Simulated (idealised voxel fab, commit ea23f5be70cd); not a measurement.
The process module presented herein is designated voxel transistor to metal.
The cross-section shown here is cut; it is 150 nm wide and divided into square cells measuring 5 nm on a side.
When this document writes out a cross-section, it uses a grid of square cells and lists it as bands, beginning at the top and moving down, with a band standing for one or more rows of cells. Top height, bottom height, nm. Materials left to right, width each, nm. Single material + "full width" = fills band edge to edge. "air" = empty. Height is counted from the level 0, under which the received wafer is composed throughout of one material. The lowest of the bands is not closed at the bottom but continues downward, in the notation "z 0 and below". The expression "30->40" gives the width at the extremes of the band, the first number at its top row of cells and the second at its bottom row, with the width changing by equal amounts from each row to the next in between. Given "no change" for a step, no cell of the cross-section differs between before and after that step. The entry titled "Enclosed void inventory" provides the empty spaces that have no open way to the top, restricted to those of 8 cells or more. Each is presented as width x height at distance, the distance being measured from the left edge, with all three in nm. Formally, on a step line, whatever follows the settings is a remark that the simulator itself makes on the step. What "overlay nm" on a step's line means: if the step has a mask, that mask lay this far to the right of its planned place, or, when the value is negative, to the left.
### The process steps that were planned are listed below
1 RECEIVE | material Si
2 CONFORMAL_DEP | material SiO2 | thk nm 5
3 CONFORMAL_DEP | material SiN | thk nm 15
4 DIRECTIONAL_DEP | material aC | thk nm 15
5 PATTERN | tone cover | mask id ACTIVE | material resist | width nm 100 | thk nm 35 | overlay nm 0
6 DIRECTIONAL_ETCH | etch materials aC | depth nm 15
7 STRIP | etch materials resist
8 DIRECTIONAL_ETCH | etch materials SiN | depth nm 15
9 DIRECTIONAL_ETCH | etch materials SiO2 | depth nm 5
10 DIRECTIONAL_ETCH | etch materials Si | depth nm 25
11 STRIP | etch materials aC
12 OXIDIZE | depth nm 5
13 FILL_DEP | material SiO2 | thk nm 10
14 CMP | height nm 20
15 SELECTIVE_ETCH | etch materials SiO2 | depth nm 10
16 STRIP | etch materials SiN
17 SELECTIVE_ETCH | etch materials SiO2 | depth nm 5
18 OXIDIZE | depth nm 5
19 DIRECTIONAL_DEP | material polySi | thk nm 20
20 DIRECTIONAL_DEP | material SiCN | thk nm 15
21 PATTERN | tone cover | mask id GATE | material resist | width nm 20 | thk nm 15 | overlay nm 0
22 DIRECTIONAL_ETCH | etch materials SiCN | depth nm 25
23 DIRECTIONAL_ETCH | etch materials polySi | depth nm 30
24 STRIP | etch materials resist
25 CONFORMAL_DEP | material SiN | thk nm 10
26 DIRECTIONAL_ETCH | etch materials SiN | depth nm 10
27 DIRECTIONAL_ETCH | etch materials SiO2 | depth nm 5
28 DIRECTIONAL_ETCH | etch materials Si | depth nm 15
29 EPI | material nSi | thk nm 15
30 FILL_DEP | material SiO2 | thk nm 5
31 CMP | height nm 35
32 DIRECTIONAL_DEP | material SiO2 | thk nm 15
33 MASKED_ETCH | tone open | mask id CONTACT | width nm 30 | pitch nm 60 | etch materials SiO2 | depth nm 55 | overlay nm 0
34 CONFORMAL_DEP | material TiN | thk nm 5
35 FILL_DEP | material W | thk nm 10
36 CMP | height nm 50
37 CONFORMAL_DEP | material SiN | thk nm 5
38 DIRECTIONAL_DEP | material SiO2 | thk nm 15
39 MASKED_ETCH | tone open | mask id METAL_1 | width nm 15 | pitch nm 75 | etch materials SiO2 | depth nm 15 | overlay nm 0
40 MASKED_ETCH | tone open | mask id METAL_1 | width nm 15 | pitch nm 75 | etch materials SiN | depth nm 5 | overlay nm 0
41 CONFORMAL_DEP | material TiN | thk nm 5
42 FILL_DEP | material Cu | thk nm 10
43 CMP | height nm 70
44 CONFORMAL_DEP | material SiCN | thk nm 5
45 DIRECTIONAL_DEP | material SiO2 | thk nm 35
46 PATTERN | tone open | mask id METAL_2 | material resist | width nm 15 | pitch nm 75 | thk nm 20 | overlay nm 0
47 DIRECTIONAL_ETCH | etch materials SiO2 | depth nm 20
48 STRIP | etch materials resist
49 DIRECTIONAL_DEP | material aC | thk nm 15
50 PATTERN | tone open | mask id METAL_2_HOLES | material resist | width nm 15 | pitch nm 75 | thk nm 30 | overlay nm 0
51 DIRECTIONAL_ETCH | etch materials aC | depth nm 15
52 STRIP | etch materials resist
53 DIRECTIONAL_ETCH | etch materials SiO2 | depth nm 15
54 DIRECTIONAL_ETCH | etch materials SiCN | depth nm 5
55 STRIP | etch materials aC
56 CONFORMAL_DEP | material TiN | thk nm 5
57 FILL_DEP | material Cu | thk nm 5
58 CMP | height nm 110
59 CONFORMAL_DEP | material SiN | thk nm 5
### Wafer as received: cross-section following step 1
> z 0 and below: Si full width
> Enclosed void inventory: none
### Here's the wafer cut in cross-section after the module, started and planned just like above, except one thing was done wrong in the run
> z 115 to 110: SiN full width
> z 110 to 75: 30 nm SiO2, 5 nm TiN, 5 nm Cu, 5 nm TiN, 60 nm SiO2, 5 nm TiN, 5 nm Cu, 5 nm TiN, 30 nm SiO2
> z 75 to 70: 30 nm SiCN, 15 nm TiN, 60 nm SiCN, 15 nm TiN, 30 nm SiCN
> z 70 to 55: 30 nm SiO2, 5 nm TiN, 5 nm Cu, 5 nm TiN, 60 nm SiO2, 5 nm TiN, 5 nm Cu, 5 nm TiN, 30 nm SiO2
> z 55 to 50: 30 nm SiN, 15 nm TiN, 60 nm SiN, 15 nm TiN, 30 nm SiN
> z 50 to 40: 30 nm SiO2, 5 nm TiN, 20 nm W, 5 nm TiN, 30 nm SiO2, 5 nm TiN, 20 nm W, 5 nm TiN, 30 nm SiO2
> z 40 to 35: 30 nm SiO2, 5 nm TiN, 15 nm W, 10 nm TiN, 30 nm SiO2, 10 nm TiN, 15 nm W, 5 nm TiN, 30 nm SiO2
> z 35 to 30: 30 nm SiO2, 5 nm TiN, 15 nm W, 5 nm TiN, 10 nm SiN, 20 nm SiCN, 10 nm SiN, 5 nm TiN, 15 nm W, 5 nm TiN, 30 nm SiO2
> z 30 to 25: 30 nm SiO2, 25 nm TiN, 10 nm SiN, 20 nm SiCN, 10 nm SiN, 25 nm TiN, 30 nm SiO2
> z 25 to 20: 25 nm SiO2, 30 nm nSi, 10 nm SiN, 20 nm SiCN, 10 nm SiN, 30 nm nSi, 25 nm SiO2
> z 20 to 5: 25 nm SiO2, 30 nm nSi, 10 nm SiN, 20 nm polySi, 10 nm SiN, 30 nm nSi, 25 nm SiO2
> z 5 to 0: 20 nm SiO2, 10 nm SiN, 25 nm nSi, 10 nm SiN, 20 nm polySi, 10 nm SiN, 25 nm nSi, 10 nm SiN, 20 nm SiO2
> z 0 to -5: 30 nm SiO2, 25 nm nSi, 40 nm SiO2, 25 nm nSi, 30 nm SiO2
> z -5 to -20: 30 nm SiO2, 25 nm nSi, 40 nm Si, 25 nm nSi, 30 nm SiO2
> z -20 to -30: 30 nm SiO2, 90 nm Si, 30 nm SiO2
> z -30 and below: Si full width
> Enclosed void inventory: none
Want to know what went wrong? step 29 of the plan was performed twice
